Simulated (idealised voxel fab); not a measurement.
You're looking at the process module voxel fin reveal.
Section cut is 200 nm wide and gridded with 5 nm square cells.
Heads up, the way a cross-section reads in here is a grid of square cells, handed over as bands from the top down, with every band being one or more rows of cells.
Per band: top height and bottom height in nm, followed by the left-to-right materials and their widths in nm; "throughout" marks a single material spanning edge to edge, "air" marks empty space.
We count height from 0. Below that, the starting wafer is all one material. The lowest band never ends at the bottom but goes on down; see "0 -> down" for how that is written.
Read "30 to 40" as a graded width: first number on top, second number at the bottom, same change between each pair of neighbouring rows.
You'll sometimes find "no alteration" written for a step, and that's the way of saying that nowhere in the cross-section did a cell change during that step.
Heads up: "Closed void table" only lists the empty pockets with no open path to the top that are 8 cells or more, and it writes them as width x height at distance, distance from the left edge, in nm.
On a step's line, text after the settings is the simulator commenting on that step.
Steps that use a mask can have "overlay nm" on their line. It says how far the mask sat to the right of where it was meant to be. Negative means to the left.
The following list gives the planned process steps:
1: RECEIVE, material Si
2: CONFORMAL_DEP, material SiN, thk nm 5
3: DIRECTIONAL_DEP, material aC, thk nm 10
4: PATTERN, tone cover, mask id FINS, material resist, width nm 15, pitch nm 35, thk nm 30, overlay nm 0
5: DIRECTIONAL_ETCH, etch materials aC, depth nm 10
6: STRIP, etch materials resist
7: DIRECTIONAL_ETCH, etch materials SiN, depth nm 5
8: DIRECTIONAL_ETCH, etch materials Si, depth nm 35
9: STRIP, etch materials aC
10: OXIDIZE, depth nm 5
11: FILL_DEP, material SiO2, thk nm 5
12: CMP, height nm 5
13: SELECTIVE_ETCH, etch materials SiO2, depth nm 20
14: STRIP, etch materials SiN
As-received state of the wafer in cross-section, equivalent to post-step 1:
* 0 -> down: Si throughout
* Closed void table: none
First of two wafers: cross-section at end of module, run per plan:
* 0 -> -15: air 45 nm  Si 5 nm  air 30 nm  Si 5 nm  air 30 nm  Si 5 nm  air 30 nm  Si 5 nm  air 45 nm
* -15 -> -40: SiO2 45 nm  Si 5 nm  SiO2 30 nm  Si 5 nm  SiO2 30 nm  Si 5 nm  SiO2 30 nm  Si 5 nm  SiO2 45 nm
* -40 -> down: Si throughout
* Closed void table: none
Here's the second of our two wafers sectioned at module end. Same start as the first, same plan, but one mistake got made running it:
* 0 -> -35: air 45 nm  Si 5 nm  air 30 nm  Si 5 nm  air 30 nm  Si 5 nm  air 30 nm  Si 5 nm  air 45 nm
* -35 -> -40: SiO2 45 nm  Si 5 nm  SiO2 30 nm  Si 5 nm  SiO2 30 nm  Si 5 nm  SiO2 30 nm  Si 5 nm  SiO2 45 nm
* -40 -> down: Si throughout
* Closed void table: none
what went wrong: step 13 in the plan was executed twice
Final wafer comparison in cells, second versus first, more or fewer per material: SiO2 -144
